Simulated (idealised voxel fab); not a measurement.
Process module heading - voxel spacer lines
Shown is cross-section cut, with a width of 150 nm and square cells of size 5 nm.
Cross-section = grid of square cells, listed top down in bands; band = one or more rows. Band entry format. Leading values: height of top, height of bottom, nm. Remainder: materials in left-to-right order, each with its width in nm. Special words: "everywhere" on a single material, which then fills the band edge to edge; "blank", empty space. Measure heights from 0. That's the level where, below it, the as-received wafer is all one material. The lowest band is bottomless and extends downward; write it as in "0..down". A two-number width, for instance "30..40", indicates that the width is equal to the first number in the top row of the band and to the second number in the bottom row, and that it changes by a constant amount per row of cells. For the purposes of this document, the phrase "same as before" attached to a step denotes that no cell within the cross-section was modified by that step. Any empty space of 8 cells or more lacking an open way to the top shows up in "Fully closed voids" as width x height at distance, distance from the left edge, in nm. The remark found on a step's line after its settings is issued by the simulator itself and pertains to that step. Steps that use a mask can have "overlay nm" on their line. It says how far the mask sat to the right of where it was meant to be. Negative means to the left.

[List of planned process steps]
step 1: op RECEIVE | material Si
step 2: op CONFORMAL_DEP | material Al2O3 | thk nm 5
step 3: op DIRECTIONAL_DEP | material W | thk nm 10
step 4: op DIRECTIONAL_DEP | material polySi | thk nm 20
step 5: op PATTERN | tone cover | mask id MANDREL | material resist | width nm 15 | pitch nm 50 | thk nm 25 | overlay nm 0
step 6: op DIRECTIONAL_ETCH | etch materials polySi | depth nm 20
step 7: op STRIP | etch materials resist
step 8: op CONFORMAL_DEP | material SiN | thk nm 10
step 9: op DIRECTIONAL_ETCH | etch materials SiN | depth nm 10
step 10: op STRIP | etch materials polySi
step 11: op DIRECTIONAL_ETCH | etch materials W | depth nm 10
step 12: op STRIP | etch materials SiN
step 13: op FILL_DEP | material SiO2 | thk nm 5
step 14: op CMP | height nm 15

[The first of the two wafers, which ran as planned]

[As-received state of the wafer in cross-section, equivalent to post-step 1]
  0..down = Si everywhere
  Fully closed voids: none

[Step 2 complete: cross-section through the wafer]
  5..0 = Al2O3 everywhere
  Under the height 0 nothing was changed.

[Step 3 complete: cross-section through the wafer]
  15..5 = W everywhere
  Under the height 5 nothing was changed.

[Step 4 complete: cross-section through the wafer]
  35..15 = polySi everywhere
  Under the height 15 nothing was changed.

[Step 5 complete: cross-section through the wafer]
  60..35 = 40 nm blank / 15 nm resist / 35 nm blank / 15 nm resist / 45 nm blank
  Under the height 35 nothing was changed.

[Step 6 complete: cross-section through the wafer]
  60..35 = 40 nm blank / 15 nm resist / 35 nm blank / 15 nm resist / 45 nm blank
  35..15 = 40 nm blank / 15 nm polySi / 35 nm blank / 15 nm polySi / 45 nm blank
  Under the height 15 nothing was changed.

[Step 7 complete: cross-section through the wafer]
  35..15 = 40 nm blank / 15 nm polySi / 35 nm blank / 15 nm polySi / 45 nm blank
  Under the height 15 nothing was changed.

[Step 8 complete: cross-section through the wafer]
  45..35 = 30 nm blank / 35 nm SiN / 15 nm blank / 35 nm SiN / 35 nm blank
  35..25 = 30 nm blank / 10 nm SiN / 15 nm polySi / 10 nm SiN / 15 nm blank / 10 nm SiN / 15 nm polySi / 10 nm SiN / 35 nm blank
  25..15 = 40 nm SiN / 15 nm polySi / 35 nm SiN / 15 nm polySi / 45 nm SiN
  Under the height 15 nothing was changed.

[Step 9 complete: cross-section through the wafer]
  35..15 = 30 nm blank / 10 nm SiN / 15 nm polySi / 10 nm SiN / 15 nm blank / 10 nm SiN / 15 nm polySi / 10 nm SiN / 35 nm blank
  Under the height 15 nothing was changed.

[Step 10 complete: cross-section through the wafer]
  35..15 = 30 nm blank / 10 nm SiN / 15 nm blank / 10 nm SiN / 15 nm blank / 10 nm SiN / 15 nm blank / 10 nm SiN / 35 nm blank
  Under the height 15 nothing was changed.

[Step 11 complete: cross-section through the wafer]
  35..15 = 30 nm blank / 10 nm SiN / 15 nm blank / 10 nm SiN / 15 nm blank / 10 nm SiN / 15 nm blank / 10 nm SiN / 35 nm blank
  15..5 = 30 nm blank / 10 nm W / 15 nm blank / 10 nm W / 15 nm blank / 10 nm W / 15 nm blank / 10 nm W / 35 nm blank
  Under the height 5 nothing was changed.

[Step 12 complete: cross-section through the wafer]
  15..5 = 30 nm blank / 10 nm W / 15 nm blank / 10 nm W / 15 nm blank / 10 nm W / 15 nm blank / 10 nm W / 35 nm blank
  Under the height 5 nothing was changed.

[Step 13 complete: cross-section through the wafer]
  20..15 = SiO2 everywhere
  15..5 = 30 nm SiO2 / 10 nm W / 15 nm SiO2 / 10 nm W / 15 nm SiO2 / 10 nm W / 15 nm SiO2 / 10 nm W / 35 nm SiO2
  Under the height 5 nothing was changed.

[Step 14 complete: cross-section through the wafer]
  15..5 = 30 nm SiO2 / 10 nm W / 15 nm SiO2 / 10 nm W / 15 nm SiO2 / 10 nm W / 15 nm SiO2 / 10 nm W / 35 nm SiO2
  Under the height 5 nothing was changed.

[Second Wafer (Identical Start and Plan, One Processing Error; Matches First Wafer Through Step 4)]

[What the second wafer looks like in cross-section when step 5 should have wrapped up]
  60..35 = 40 nm blank / 20 nm resist / 30 nm blank / 20 nm resist / 40 nm blank
  Under the height 35 nothing was changed.

[What the second wafer looks like in cross-section when step 6 should have wrapped up]
  60..35 = 40 nm blank / 20 nm resist / 30 nm blank / 20 nm resist / 40 nm blank
  35..15 = 40 nm blank / 20 nm polySi / 30 nm blank / 20 nm polySi / 40 nm blank
  Under the height 15 nothing was changed.

[What the second wafer looks like in cross-section when step 7 should have wrapped up]
  35..15 = 40 nm blank / 20 nm polySi / 30 nm blank / 20 nm polySi / 40 nm blank
  Under the height 15 nothing was changed.

[What the second wafer looks like in cross-section when step 8 should have wrapped up]
  45..35 = 30 nm blank / 40 nm SiN / 10 nm blank / 40 nm SiN / 30 nm blank
  35..25 = 30 nm blank / 10 nm SiN / 20 nm polySi / 10 nm SiN / 10 nm blank / 10 nm SiN / 20 nm polySi / 10 nm SiN / 30 nm blank
  25..15 = 40 nm SiN / 20 nm polySi / 30 nm SiN / 20 nm polySi / 40 nm SiN
  Under the height 15 nothing was changed.

[What the second wafer looks like in cross-section when step 9 should have wrapped up]
  35..15 = 30 nm blank / 10 nm SiN / 20 nm polySi / 10 nm SiN / 10 nm blank / 10 nm SiN / 20 nm polySi / 10 nm SiN / 30 nm blank
  Under the height 15 nothing was changed.

[What the second wafer looks like in cross-section when step 10 should have wrapped up]
  35..15 = 30 nm blank / 10 nm SiN / 20 nm blank / 10 nm SiN / 10 nm blank / 10 nm SiN / 20 nm blank / 10 nm SiN / 30 nm blank
  Under the height 15 nothing was changed.

[What the second wafer looks like in cross-section when step 11 should have wrapped up]
  35..15 = 30 nm blank / 10 nm SiN / 20 nm blank / 10 nm SiN / 10 nm blank / 10 nm SiN / 20 nm blank / 10 nm SiN / 30 nm blank
  15..5 = 30 nm blank / 10 nm W / 20 nm blank / 10 nm W / 10 nm blank / 10 nm W / 20 nm blank / 10 nm W / 30 nm blank
  Under the height 5 nothing was changed.

[What the second wafer looks like in cross-section when step 12 should have wrapped up]
  15..5 = 30 nm blank / 10 nm W / 20 nm blank / 10 nm W / 10 nm blank / 10 nm W / 20 nm blank / 10 nm W / 30 nm blank
  Under the height 5 nothing was changed.

[What the second wafer looks like in cross-section when step 13 should have wrapped up]
  20..15 = SiO2 everywhere
  15..5 = 30 nm SiO2 / 10 nm W / 20 nm SiO2 / 10 nm W / 10 nm SiO2 / 10 nm W / 20 nm SiO2 / 10 nm W / 30 nm SiO2
  Under the height 5 nothing was changed.

[What the second wafer looks like in cross-section when step 14 should have wrapped up]
  15..5 = 30 nm SiO2 / 10 nm W / 20 nm SiO2 / 10 nm W / 10 nm SiO2 / 10 nm W / 20 nm SiO2 / 10 nm W / 30 nm SiO2
  Under the height 5 nothing was changed.
The mistake made against the process plan was this: it should be noted that step 5 was executed with settings other than those planned, the operation and settings actually applied being op PATTERN | tone cover | mask id MANDREL | material resist | width nm 20 | pitch nm 50 | thk nm 25 | overlay nm 0
at the end the second wafer has, in cells: as many of each material as the first, in other places
